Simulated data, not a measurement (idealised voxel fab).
process module | voxel capacitor over wiring
cross-section cut | 205 nm wide | cells 5 nm
A cross-section is a grid of square cells, given in bands from the top down. A band is one or more rows of cells.
Each band's line starts with the height of the band's top and of its bottom, in nm. Then come its materials from left to right, each with its width in nm. One material with "throughout" fills the band from edge to edge. "air" is empty space.
Height 0 is the level under which the wafer as received is all one material. The lowest band goes on downwards, as in "0 down".
A width such as "30 to 40" changes by the same amount from each row of cells to the next, from the band's top row to its bottom row.
"no change" after a step means that no cell of the cross-section changed.
closed voids: empty space of 8 cells or more with no open way to the top, each as width x height at its distance from the left edge, in nm
after a step's settings: what the simulator itself notes on the step
overlay nm, on a step with a mask: how far to the right of its planned place the mask lay; to the left if negative
plan
1 op RECEIVE | material Si
2 op CONFORMAL_DEP | material SiO2 | thk nm 15
3 op DIRECTIONAL_DEP | material TiN | thk nm 5
4 op DIRECTIONAL_DEP | material Ru | thk nm 20
5 op PATTERN | tone cover | mask id METAL_1 | material resist | width nm 25 | pitch nm 90 | thk nm 20 | overlay nm 0
6 op DIRECTIONAL_ETCH | etch materials Ru | depth nm 20
7 op DIRECTIONAL_ETCH | etch materials TiN | depth nm 5
8 op STRIP | etch materials resist
9 op CONFORMAL_DEP | material SiCN | thk nm 5
10 op FILL_DEP | material lowk | thk nm 5
11 op CMP | height nm 40
12 op CONFORMAL_DEP | material SiCN | thk nm 5
13 op DIRECTIONAL_DEP | material SiO2 | thk nm 10
14 op PATTERN | tone open | mask id PLUG_1 | material resist | width nm 15 | thk nm 20 | overlay nm 0
15 op DIRECTIONAL_ETCH | etch materials SiO2 | depth nm 10
16 op DIRECTIONAL_ETCH | etch materials SiCN | depth nm 5
17 op STRIP | etch materials resist
18 op EPI | material Ru | thk nm 10
19 op EPI | material Ru | thk nm 5
20 op DIRECTIONAL_DEP | material TiN | thk nm 10
21 op DIRECTIONAL_DEP | material Al2O3 | thk nm 5
22 op DIRECTIONAL_DEP | material TiN | thk nm 10
23 op PATTERN | tone cover | mask id UPPER_PLATE | material resist | width nm 70 | thk nm 15 | overlay nm 0
24 op DIRECTIONAL_ETCH | etch materials TiN | depth nm 10
25 op DIRECTIONAL_ETCH | etch materials Al2O3 | depth nm 5
26 op STRIP | etch materials resist
27 op PATTERN | tone cover | mask id LOWER_PLATE | material resist | width nm 80 | thk nm 20 | overlay nm 0
28 op DIRECTIONAL_ETCH | etch materials TiN | depth nm 10
29 op STRIP | etch materials resist
30 op FILL_DEP | material SiO2 | thk nm 20
31 op CMP | height nm 95
32 op DIRECTIONAL_DEP | material aC | thk nm 15
33 op PATTERN | tone open | mask id PLUG_2 | material resist | width nm 15 | thk nm 30 | overlay nm 0
34 op DIRECTIONAL_ETCH | etch materials aC | depth nm 15
35 op STRIP | etch materials resist
36 op DIRECTIONAL_ETCH | etch materials SiO2 | depth nm 15
37 op STRIP | etch materials aC
38 op CONFORMAL_DEP | material TiN | thk nm 5
39 op FILL_DEP | material W | thk nm 10
40 op CMP | height nm 95
41 op CONFORMAL_DEP | material SiCN | thk nm 5
varied across the wafers: thk nm of step 21. The plan shows the first wafer's value. All wafers start alike
first wafer as received, after step 1
  0 down: Si throughout
  closed voids: none
each wafer at the end: cells of each material gained (+) or lost (-) since it was received, then its closed voids
thk nm 5 | +14 Al2O3 | +49 Ru | +126 SiCN | +444 SiO2 | +77 TiN | +2 W | +108 lowk | closed voids: none
thk nm 10 | +55 Al2O3 | +49 Ru | +126 SiCN | +356 SiO2 | +125 TiN | +1 W | +108 lowk | closed voids: none
thk nm 15 | +96 Al2O3 | +49 Ru | +126 SiCN | +318 SiO2 | +123 TiN | +108 lowk | closed voids: none
thk nm 20 | +137 Al2O3 | +49 Ru | +126 SiCN | +280 SiO2 | +120 TiN | +108 lowk | closed voids: none
